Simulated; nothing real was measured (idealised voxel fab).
voxel ribs on slabs: a process module
In the cross-section labelled cut, the width is 230 nm and each square cell is 5 nm.
In what follows, cross-sections appear as grids of square cells, described through bands that run from the top down, where every band is one or more rows of cells.
Band entry format. Leading values: height of top, height of bottom, nm. Remainder: materials in left-to-right order, each with its width in nm. Special words: "all across" on a single material, which then fills the band edge to edge; "blank", empty space.
Measure heights from 0. That's the level where, below it, the as-received wafer is all one material. The lowest band is bottomless and extends downward; write it as in "top 0, no bottom".
When a width is written as two numbers, as in "30->40", the first number is the width in the top row of cells of the band and the second is the width in its bottom row, and the width changes by the same amount from each row to the next.
A step reported as "stayed the same" is a step in which no cell of the cross-section changed.
"Enclosed empty spaces": empty spaces of 8 cells or more with no open way to the top, each given as width x height at distance, distance from the left edge, all in nm.
It should be noted that, on the line of a given step, the content following the step's settings is a remark produced by the simulator itself with respect to that step.
Each step line may optionally specify "overlay nm", which for a step with a mask gives the rightward distance between the mask's planned place and where it lay, a negative value indicating the leftward direction.

-- Steps in the process plan
| 1 | RECEIVE (material Si) |
| 2 | DIRECTIONAL_DEP (material SiO2; thk nm 20) |
| 3 | DIRECTIONAL_DEP (material polySi; thk nm 20) |
| 4 | DIRECTIONAL_DEP (material aC; thk nm 10) |
| 5 | PATTERN (tone cover; mask id RIB; material resist; width nm 25; thk nm 30; overlay nm 0) |
| 6 | DIRECTIONAL_ETCH (etch materials aC; depth nm 10) |
| 7 | STRIP (etch materials resist) |
| 8 | DIRECTIONAL_ETCH (etch materials polySi; depth nm 5) |
| 9 | STRIP (etch materials aC) |
| 10 | MASKED_ETCH (tone cover; mask id SLAB; width nm 65; etch materials polySi; depth nm 15; overlay nm 0) |
| 11 | FILL_DEP (material SiO2; thk nm 20) |
| 12 | CMP (height nm 55) |
| 13 | DIRECTIONAL_DEP (material W; thk nm 5) |
| 14 | PATTERN (tone cover; mask id HEATER; material resist; width nm 35; thk nm 20; overlay nm 0) |
| 15 | DIRECTIONAL_ETCH (etch materials W; depth nm 5) |
| 16 | STRIP (etch materials resist) |
| 17 | CONFORMAL_DEP (material SiO2; thk nm 5) |

-- Step 1 complete: cross-section of the wafer as received
	top 0, no bottom: Si all across
	Enclosed empty spaces: none

-- Here's the cross-section of the first of our two wafers at the end of the module - it ran as planned
	top 65, bottom 60: 90 nm blank  45 nm SiO2  95 nm blank
	top 60, bottom 55: 95 nm SiO2  35 nm W  100 nm SiO2
	top 55, bottom 40: SiO2 all across
	top 40, bottom 35: 100 nm SiO2  25 nm polySi  105 nm SiO2
	top 35, bottom 20: 80 nm SiO2  65 nm polySi  85 nm SiO2
	top 20, bottom 0: SiO2 all across
	top 0, no bottom: Si all across
	Enclosed empty spaces: none

-- Cross-section at end of module for the second wafer of two, which matched the first in starting point and plan and differed by one mistake in its processing
	top 65, bottom 60: 90 nm blank  45 nm SiO2  95 nm blank
	top 60, bottom 55: 95 nm SiO2  35 nm W  100 nm SiO2
	top 55, bottom 40: SiO2 all across
	top 40, bottom 35: 90 nm SiO2  25 nm polySi  115 nm SiO2
	top 35, bottom 20: 80 nm SiO2  65 nm polySi  85 nm SiO2
	top 20, bottom 0: SiO2 all across
	top 0, no bottom: Si all across
	Enclosed empty spaces: none
Nonconformance to the process plan: the process deviated at step 5: the operation and settings actually run there were PATTERN (tone cover; mask id RIB; material resist; width nm 25; thk nm 30; overlay nm -10)
Final state: per-material cell counts identical on both wafers; locations differ.
